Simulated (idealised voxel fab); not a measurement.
Process module in this document: voxel ribs on slabs
For reference, the cross-section in this document is cut, with width 235 nm and square cells of 5 nm.
A cross-section in this document is a grid of square cells, and it is written down as bands, the top band listed before the ones below it; a band is made up of one or more rows of cells. This entry defines a band. It first specifies the height of the band's top and the height of its bottom in nm, and then specifies the band's materials from left to right, stating each material with its width in nm. The word "all across" identifies a single material that fills the band from edge to edge, while the word "blank" identifies empty space. Heads up on the height convention: 0 is the point under which the incoming wafer is all one material, and the lowest band has no bottom, it just keeps going down, like "from 0 down". When a width is written as two numbers, as in "30->40", the first number is the width in the top row of cells of the band and the second is the width in its bottom row, and the width changes by the same amount from each row to the next. Any step labelled "nothing different" changed none of the cells in the cross-section. "Sealed voids" specifies each empty space that is not open to the top and that occupies no fewer than 8 cells, using the form width x height at distance, the distance measured from the left edge and all three quantities in nm. Read whatever lies past the settings on a step's line as the simulator's own remark about the step. overlay nm: where the mask lay relative to plan, measured to the right, on steps with a mask; negatives go left.
## Process steps foreseen in the plan
1 RECEIVE | material Si
2 DIRECTIONAL_DEP | material SiO2 | thk nm 25
3 DIRECTIONAL_DEP | material polySi | thk nm 20
4 MASKED_ETCH | tone cover | mask id RIB | width nm 20 | etch materials polySi | depth nm 5 | overlay nm 0
5 MASKED_ETCH | tone cover | mask id SLAB | width nm 70 | etch materials polySi | depth nm 15 | overlay nm 0
6 FILL_DEP | material SiO2 | thk nm 25
7 CMP | height nm 65
8 DIRECTIONAL_DEP | material TiN | thk nm 5
9 PATTERN | tone cover | mask id HEATER | material resist | width nm 30 | thk nm 20 | overlay nm 0
10 DIRECTIONAL_ETCH | etch materials TiN | depth nm 5
11 STRIP | etch materials resist
12 CONFORMAL_DEP | material SiO2 | thk nm 5
## Wafer at receipt (post step 1), cross-section
from 0 down  Si all across
Sealed voids: none
## Cross-section, first of two wafers, end of module, run as planned
from 75 to 70  95 blank, then 40 SiO2, then 100 blank
from 70 to 65  100 SiO2, then 30 TiN, then 105 SiO2
from 65 to 45  SiO2 all across
from 45 to 40  105 SiO2, then 20 polySi, then 110 SiO2
from 40 to 25  80 SiO2, then 70 polySi, then 85 SiO2
from 25 to 0  SiO2 all across
from 0 down  Si all across
Sealed voids: none
## Cross-section at end of module for the second wafer of two, which matched the first in starting point and plan and differed by one mistake in its processing
from 75 to 70  105 blank, then 40 SiO2, then 90 blank
from 70 to 65  110 SiO2, then 30 TiN, then 95 SiO2
from 65 to 45  SiO2 all across
from 45 to 40  105 SiO2, then 20 polySi, then 110 SiO2
from 40 to 25  80 SiO2, then 70 polySi, then 85 SiO2
from 25 to 0  SiO2 all across
from 0 down  Si all across
Sealed voids: none
Error vs. plan: it should be noted that step 9 was executed with settings other than those planned, the operation and settings actually applied being PATTERN | tone cover | mask id HEATER | material resist | width nm 30 | thk nm 20 | overlay nm 10
Heads up: at the end the two wafers have identical cell counts per material, they're just laid out differently.
